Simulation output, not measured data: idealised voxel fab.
process module | voxel self aligned vias
cross-section cut | 150 nm wide | cells 5 nm
A cross-section is a grid of square cells, given in bands from the top down. A band is one or more rows of cells.
Each band's line starts with the height of the band's top and of its bottom, in nm. Then come its materials from left to right, each with its width in nm. One material with "throughout" fills the band from edge to edge. "air" is empty space.
Height 0 is the level under which the wafer as received is all one material. The lowest band goes on downwards, as in "0 down".
A width such as "30 to 40" changes by the same amount from each row of cells to the next, from the band's top row to its bottom row.
"no change" after a step means that no cell of the cross-section changed.
closed voids: empty space of 8 cells or more with no open way to the top, each as width x height at its distance from the left edge, in nm
after a step's settings: what the simulator itself notes on the step
overlay nm, on a step with a mask: how far to the right of its planned place the mask lay; to the left if negative
plan
1 op RECEIVE | material Si
2 op CONFORMAL_DEP | material SiO2 | thk nm 10
3 op CONFORMAL_DEP | material SiCN | thk nm 5
4 op DIRECTIONAL_DEP | material SiO2 | thk nm 30
5 op MASKED_ETCH | tone open | mask id LINES | width nm 30 | pitch nm 55 | etch materials SiO2 | depth nm 30 | overlay nm 0
6 op CONFORMAL_DEP | material TiN | thk nm 5
7 op FILL_DEP | material Ru | thk nm 5
8 op CMP | height nm 45
9 op SELECTIVE_ETCH | etch materials W Ru TiN | depth nm 10
10 op FILL_DEP | material SiN | thk nm 10
11 op CMP | height nm 45
12 op DIRECTIONAL_DEP | material SiO2 | thk nm 15
13 op PATTERN | tone open | mask id VIAS | material resist | width nm 40 | thk nm 20 | overlay nm 0
14 op DIRECTIONAL_ETCH | etch materials SiO2 | depth nm 15
15 op DIRECTIONAL_ETCH | etch materials SiN | depth nm 10
16 op STRIP | etch materials resist
17 op CONFORMAL_DEP | material TiN | thk nm 5
18 op FILL_DEP | material Cu | thk nm 5
19 op CMP | height nm 60
20 op CONFORMAL_DEP | material SiCN | thk nm 5
first wafer, as planned
as received, after step 1
  0 down: Si throughout
  closed voids: none
after step 2
  10 to 0: SiO2 throughout
  below 0: unchanged
after step 3
  15 to 10: SiCN throughout
  below 10: unchanged
after step 4
  45 to 15: SiO2 throughout
  below 15: unchanged
after step 5
  45 to 15: SiO2 30 | air 30 | SiO2 25 | air 30 | SiO2 35
  below 15: unchanged
after step 6
  50 to 45: TiN 35 | air 20 | TiN 35 | air 20 | TiN 40
  45 to 20: SiO2 30 | TiN 5 | air 20 | TiN 5 | SiO2 25 | TiN 5 | air 20 | TiN 5 | SiO2 35
  20 to 15: SiO2 30 | TiN 30 | SiO2 25 | TiN 30 | SiO2 35
  below 15: unchanged
after step 7
  55 to 50: Ru throughout
  50 to 45: TiN 35 | Ru 20 | TiN 35 | Ru 20 | TiN 40
  45 to 20: SiO2 30 | TiN 5 | Ru 20 | TiN 5 | SiO2 25 | TiN 5 | Ru 20 | TiN 5 | SiO2 35
  below 20: unchanged
after step 8
  45 to 20: SiO2 30 | TiN 5 | Ru 20 | TiN 5 | SiO2 25 | TiN 5 | Ru 20 | TiN 5 | SiO2 35
  below 20: unchanged
after step 9
  45 to 35: SiO2 30 | air 30 | SiO2 25 | air 30 | SiO2 35
  below 35: unchanged
after step 10
  55 to 45: SiN throughout
  45 to 35: SiO2 30 | SiN 30 | SiO2 25 | SiN 30 | SiO2 35
  below 35: unchanged
after step 11
  45 to 35: SiO2 30 | SiN 30 | SiO2 25 | SiN 30 | SiO2 35
  below 35: unchanged
after step 12
  60 to 45: SiO2 throughout
  below 45: unchanged
after step 13
  80 to 60: resist 25 | air 40 | resist 85
  below 60: unchanged
after step 14
  80 to 60: resist 25 | air 40 | resist 85
  60 to 45: SiO2 25 | air 40 | SiO2 85
  below 45: unchanged
after step 15
  80 to 60: resist 25 | air 40 | resist 85
  60 to 45: SiO2 25 | air 40 | SiO2 85
  45 to 35: SiO2 30 | air 30 | SiO2 25 | SiN 30 | SiO2 35
  below 35: unchanged
after step 16
  60 to 45: SiO2 25 | air 40 | SiO2 85
  below 45: unchanged
after step 17
  65 to 60: TiN 30 | air 30 | TiN 90
  60 to 50: SiO2 25 | TiN 5 | air 30 | TiN 5 | SiO2 85
  50 to 45: SiO2 25 | TiN 10 | air 20 | TiN 10 | SiO2 85
  45 to 40: SiO2 30 | TiN 5 | air 20 | TiN 5 | SiO2 25 | SiN 30 | SiO2 35
  40 to 35: SiO2 30 | TiN 30 | SiO2 25 | SiN 30 | SiO2 35
  below 35: unchanged
after step 18
  70 to 65: Cu throughout
  65 to 60: TiN 30 | Cu 30 | TiN 90
  60 to 50: SiO2 25 | TiN 5 | Cu 30 | TiN 5 | SiO2 85
  50 to 45: SiO2 25 | TiN 10 | Cu 20 | TiN 10 | SiO2 85
  45 to 40: SiO2 30 | TiN 5 | Cu 20 | TiN 5 | SiO2 25 | SiN 30 | SiO2 35
  below 40: unchanged
after step 19
  60 to 50: SiO2 25 | TiN 5 | Cu 30 | TiN 5 | SiO2 85
  below 50: unchanged
after step 20
  65 to 60: SiCN throughout
  below 60: unchanged
second wafer: like start, like plan, one mistake. Through step 1 it matches the first wafer
when step 2 should have ended
  15 to 0: SiO2 throughout
  below 0: unchanged
when step 3 should have ended
  20 to 15: SiCN throughout
  below 15: unchanged
when step 4 should have ended
  50 to 20: SiO2 throughout
  below 20: unchanged
when step 5 should have ended
  50 to 20: SiO2 30 | air 30 | SiO2 25 | air 30 | SiO2 35
  below 20: unchanged
when step 6 should have ended
  55 to 50: TiN 35 | air 20 | TiN 35 | air 20 | TiN 40
  50 to 25: SiO2 30 | TiN 5 | air 20 | TiN 5 | SiO2 25 | TiN 5 | air 20 | TiN 5 | SiO2 35
  25 to 20: SiO2 30 | TiN 30 | SiO2 25 | TiN 30 | SiO2 35
  below 20: unchanged
when step 7 should have ended
  60 to 55: Ru throughout
  55 to 50: TiN 35 | Ru 20 | TiN 35 | Ru 20 | TiN 40
  50 to 25: SiO2 30 | TiN 5 | Ru 20 | TiN 5 | SiO2 25 | TiN 5 | Ru 20 | TiN 5 | SiO2 35
  below 25: unchanged
when step 8 should have ended
  45 to 25: SiO2 30 | TiN 5 | Ru 20 | TiN 5 | SiO2 25 | TiN 5 | Ru 20 | TiN 5 | SiO2 35
  below 25: unchanged
when step 9 should have ended
  45 to 35: SiO2 30 | air 30 | SiO2 25 | air 30 | SiO2 35
  below 35: unchanged
when step 10 should have ended
  55 to 45: SiN throughout
  45 to 35: SiO2 30 | SiN 30 | SiO2 25 | SiN 30 | SiO2 35
  below 35: unchanged
when step 11 should have ended
  45 to 35: SiO2 30 | SiN 30 | SiO2 25 | SiN 30 | SiO2 35
  below 35: unchanged
when step 12 should have ended
  60 to 45: SiO2 throughout
  below 45: unchanged
when step 13 should have ended
  80 to 60: resist 25 | air 40 | resist 85
  below 60: unchanged
when step 14 should have ended
  80 to 60: resist 25 | air 40 | resist 85
  60 to 45: SiO2 25 | air 40 | SiO2 85
  below 45: unchanged
when step 15 should have ended
  80 to 60: resist 25 | air 40 | resist 85
  60 to 45: SiO2 25 | air 40 | SiO2 85
  45 to 35: SiO2 30 | air 30 | SiO2 25 | SiN 30 | SiO2 35
  below 35: unchanged
when step 16 should have ended
  60 to 45: SiO2 25 | air 40 | SiO2 85
  below 45: unchanged
when step 17 should have ended
  65 to 60: TiN 30 | air 30 | TiN 90
  60 to 50: SiO2 25 | TiN 5 | air 30 | TiN 5 | SiO2 85
  50 to 45: SiO2 25 | TiN 10 | air 20 | TiN 10 | SiO2 85
  45 to 40: SiO2 30 | TiN 5 | air 20 | TiN 5 | SiO2 25 | SiN 30 | SiO2 35
  40 to 35: SiO2 30 | TiN 30 | SiO2 25 | SiN 30 | SiO2 35
  below 35: unchanged
when step 18 should have ended
  70 to 65: Cu throughout
  65 to 60: TiN 30 | Cu 30 | TiN 90
  60 to 50: SiO2 25 | TiN 5 | Cu 30 | TiN 5 | SiO2 85
  50 to 45: SiO2 25 | TiN 10 | Cu 20 | TiN 10 | SiO2 85
  45 to 40: SiO2 30 | TiN 5 | Cu 20 | TiN 5 | SiO2 25 | SiN 30 | SiO2 35
  below 40: unchanged
when step 19 should have ended
  60 to 50: SiO2 25 | TiN 5 | Cu 30 | TiN 5 | SiO2 85
  below 50: unchanged
when step 20 should have ended
  65 to 60: SiCN throughout
  below 60: unchanged
what went wrong: step 2 ran as: op CONFORMAL_DEP | material SiO2 | thk nm 15
at the end the second wafer has, in cells: 8 fewer of Ru | 12 more of SiO2 | 4 fewer of TiN
